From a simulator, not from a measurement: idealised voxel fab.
process module | voxel spacer lines
cross-section cut | 155 nm wide | cells 5 nm
A cross-section is a grid of square cells, given in bands from the top down. A band is one or more rows of cells.
Each band's line starts with the height of the band's top and of its bottom, in nm. Then come its materials from left to right, each with its width in nm. One material with "throughout" fills the band from edge to edge. "air" is empty space.
Height 0 is the level under which the wafer as received is all one material. The lowest band goes on downwards, as in "0 down".
A width such as "30 to 40" changes by the same amount from each row of cells to the next, from the band's top row to its bottom row.
"no change" after a step means that no cell of the cross-section changed.
closed voids: empty space of 8 cells or more with no open way to the top, each as width x height at its distance from the left edge, in nm
after a step's settings: what the simulator itself notes on the step
overlay nm, on a step with a mask: how far to the right of its planned place the mask lay; to the left if negative
plan
1 op RECEIVE | material Si
2 op CONFORMAL_DEP | material Al2O3 | thk nm 10
3 op DIRECTIONAL_DEP | material SiN | thk nm 20
4 op DIRECTIONAL_DEP | material aC | thk nm 25
5 op PATTERN | tone cover | mask id MANDREL | material resist | width nm 20 | pitch nm 60 | thk nm 30 | overlay nm 0
6 op DIRECTIONAL_ETCH | etch materials aC | depth nm 25
7 op STRIP | etch materials resist
8 op CONFORMAL_DEP | material SiO2 | thk nm 10
9 op DIRECTIONAL_ETCH | etch materials SiO2 | depth nm 10
10 op STRIP | etch materials aC
11 op DIRECTIONAL_ETCH | etch materials SiN | depth nm 20
12 op STRIP | etch materials SiO2
first wafer, as planned
as received, after step 1
  0 down: Si throughout
  closed voids: none
after step 2
  10 to 0: Al2O3 throughout
  below 0: unchanged
after step 3
  30 to 10: SiN throughout
  below 10: unchanged
after step 4
  55 to 30: aC throughout
  below 30: unchanged
after step 5
  85 to 55: air 35 | resist 20 | air 40 | resist 20 | air 40
  below 55: unchanged
after step 6
  60 to 55: air 35 | resist 20 | air 40 | resist 20 | air 40
  55 to 30: air 35 | aC 20 | air 40 | aC 20 | air 40
  below 30: unchanged
after step 7
  55 to 30: air 35 | aC 20 | air 40 | aC 20 | air 40
  below 30: unchanged
after step 8
  65 to 55: air 25 | SiO2 40 | air 20 | SiO2 40 | air 30
  55 to 40: air 25 | SiO2 10 | aC 20 | SiO2 10 | air 20 | SiO2 10 | aC 20 | SiO2 10 | air 30
  40 to 30: SiO2 35 | aC 20 | SiO2 40 | aC 20 | SiO2 40
  below 30: unchanged
after step 9
  55 to 30: air 25 | SiO2 10 | aC 20 | SiO2 10 | air 20 | SiO2 10 | aC 20 | SiO2 10 | air 30
  below 30: unchanged
after step 10
  55 to 30: air 25 | SiO2 10 | air 20 | SiO2 10 | air 20 | SiO2 10 | air 20 | SiO2 10 | air 30
  below 30: unchanged
after step 11
  55 to 30: air 25 | SiO2 10 | air 20 | SiO2 10 | air 20 | SiO2 10 | air 20 | SiO2 10 | air 30
  30 to 10: air 25 | SiN 10 | air 20 | SiN 10 | air 20 | SiN 10 | air 20 | SiN 10 | air 30
  below 10: unchanged
after step 12
  30 to 10: air 25 | SiN 10 | air 20 | SiN 10 | air 20 | SiN 10 | air 20 | SiN 10 | air 30
  below 10: unchanged
second wafer: like start, like plan, one mistake. Through step 2 it matches the first wafer
when step 3 should have ended
  50 to 10: SiN throughout
  below 10: unchanged
when step 4 should have ended
  75 to 50: aC throughout
  below 50: unchanged
when step 5 should have ended
  105 to 75: air 35 | resist 20 | air 40 | resist 20 | air 40
  below 75: unchanged
when step 6 should have ended
  80 to 75: air 35 | resist 20 | air 40 | resist 20 | air 40
  75 to 50: air 35 | aC 20 | air 40 | aC 20 | air 40
  below 50: unchanged
when step 7 should have ended
  75 to 50: air 35 | aC 20 | air 40 | aC 20 | air 40
  below 50: unchanged
when step 8 should have ended
  85 to 75: air 25 | SiO2 40 | air 20 | SiO2 40 | air 30
  75 to 60: air 25 | SiO2 10 | aC 20 | SiO2 10 | air 20 | SiO2 10 | aC 20 | SiO2 10 | air 30
  60 to 50: SiO2 35 | aC 20 | SiO2 40 | aC 20 | SiO2 40
  below 50: unchanged
when step 9 should have ended
  75 to 50: air 25 | SiO2 10 | aC 20 | SiO2 10 | air 20 | SiO2 10 | aC 20 | SiO2 10 | air 30
  below 50: unchanged
when step 10 should have ended
  75 to 50: air 25 | SiO2 10 | air 20 | SiO2 10 | air 20 | SiO2 10 | air 20 | SiO2 10 | air 30
  below 50: unchanged
when step 11 should have ended
  75 to 50: air 25 | SiO2 10 | air 20 | SiO2 10 | air 20 | SiO2 10 | air 20 | SiO2 10 | air 30
  50 to 30: air 25 | SiN 10 | air 20 | SiN 10 | air 20 | SiN 10 | air 20 | SiN 10 | air 30
  below 30: unchanged
when step 12 should have ended
  50 to 30: air 25 | SiN 10 | air 20 | SiN 10 | air 20 | SiN 10 | air 20 | SiN 10 | air 30
  below 30: unchanged
what went wrong: step 3 was run twice
at the end the second wafer has, in cells: 124 more of SiN
